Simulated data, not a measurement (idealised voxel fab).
process module | voxel trench capacitor
Cross-sectional view cut (width: 190 nm; square cell size: 5 nm).
Format of a cross-section: grid, square cells. Given as bands. Order: top down. Band: one or more rows of cells. Top, bottom (nm), then materials left to right with widths (nm); lone material tagged "everywhere" fills the whole band edge to edge; "blank" = empty space. Heights from 0 (as-received wafer is one material below). Bottom band endless downward, as "0 -> down". Per-row width for "30..40": begins at first number (top row of band), ends at second number (bottom row), increment between rows held constant. Given "nothing altered" for a step, no cell of the cross-section differs between before and after that step. Listed in "Closed cavities": every empty space of 8 or more cells without an open way to the top. Form: width x height at distance, the distance being from the left edge, all in nm. Whatever follows a step's settings on its line is a remark the simulator itself makes about that step. A step's line can hold "overlay nm"; with a mask on that step, the setting says how far right of the planned place the mask lay, while a negative setting says it lay to the left.

## The following list gives the planned process steps
- 1: RECEIVE | material Si
- 2: CONFORMAL_DEP | material SiN | thk nm 10
- 3: DIRECTIONAL_DEP | material aC | thk nm 10
- 4: PATTERN | tone open | mask id TRENCH | material resist | width nm 30 | pitch nm 45 | thk nm 30 | overlay nm 0
- 5: DIRECTIONAL_ETCH | etch materials aC | depth nm 10
- 6: STRIP | etch materials resist
- 7: DIRECTIONAL_ETCH | etch materials SiN | depth nm 10
- 8: DIRECTIONAL_ETCH | etch materials Si | depth nm 35
- 9: STRIP | etch materials aC
- 10: CONFORMAL_DEP | material Al2O3 | thk nm 5
- 11: CONFORMAL_DEP | material TiN | thk nm 5
- 12: FILL_DEP | material W | thk nm 5
- 13: CMP | height nm 10
Wafers differ in thk nm at step 11; plan lists the first wafer's value; identical starting state.

## After step 1, as received: first of several wafers, cross-section
0 -> down  Si everywhere
Closed cavities: none

## The cross-section of the first of several wafers is given below for the end of the module, after its final step, step 13
10 -> 0  55 of SiN, 5 of Al2O3, 5 of TiN, 10 of W, 5 of TiN, 5 of Al2O3, 15 of SiN, 5 of Al2O3, 5 of TiN, 10 of W, 5 of TiN, 5 of Al2O3, 60 of SiN
0 -> -25  55 of Si, 5 of Al2O3, 5 of TiN, 10 of W, 5 of TiN, 5 of Al2O3, 15 of Si, 5 of Al2O3, 5 of TiN, 10 of W, 5 of TiN, 5 of Al2O3, 60 of Si
-25 -> -30  55 of Si, 5 of Al2O3, 20 of TiN, 5 of Al2O3, 15 of Si, 5 of Al2O3, 20 of TiN, 5 of Al2O3, 60 of Si
-30 -> -35  55 of Si, 30 of Al2O3, 15 of Si, 30 of Al2O3, 60 of Si
-35 -> down  Si everywhere
Closed cavities: none

## Last wafer x-sec, end of module
10 -> 0  55 of SiN, 5 of Al2O3, 20 of TiN, 5 of Al2O3, 15 of SiN, 5 of Al2O3, 20 of TiN, 5 of Al2O3, 60 of SiN
0 -> -30  55 of Si, 5 of Al2O3, 20 of TiN, 5 of Al2O3, 15 of Si, 5 of Al2O3, 20 of TiN, 5 of Al2O3, 60 of Si
-30 -> -35  55 of Si, 30 of Al2O3, 15 of Si, 30 of Al2O3, 60 of Si
-35 -> down  Si everywhere
Closed cavities: none

## So in this table every wafer gets its own row, and what you see is where it stands at the end of the module: for each material, how many cells it picked up (+) or gave up (-) since we received it, and after that its closed voids
thk nm 5; +44 Al2O3; -84 Si; +52 SiN; +36 TiN; +28 W; Closed cavities: none
thk nm 10; +44 Al2O3; -84 Si; +52 SiN; +64 TiN; Closed cavities: none
thk nm 15; +44 Al2O3; -84 Si; +52 SiN; +64 TiN; Closed cavities: none
thk nm 20; +44 Al2O3; -84 Si; +52 SiN; +64 TiN; Closed cavities: none
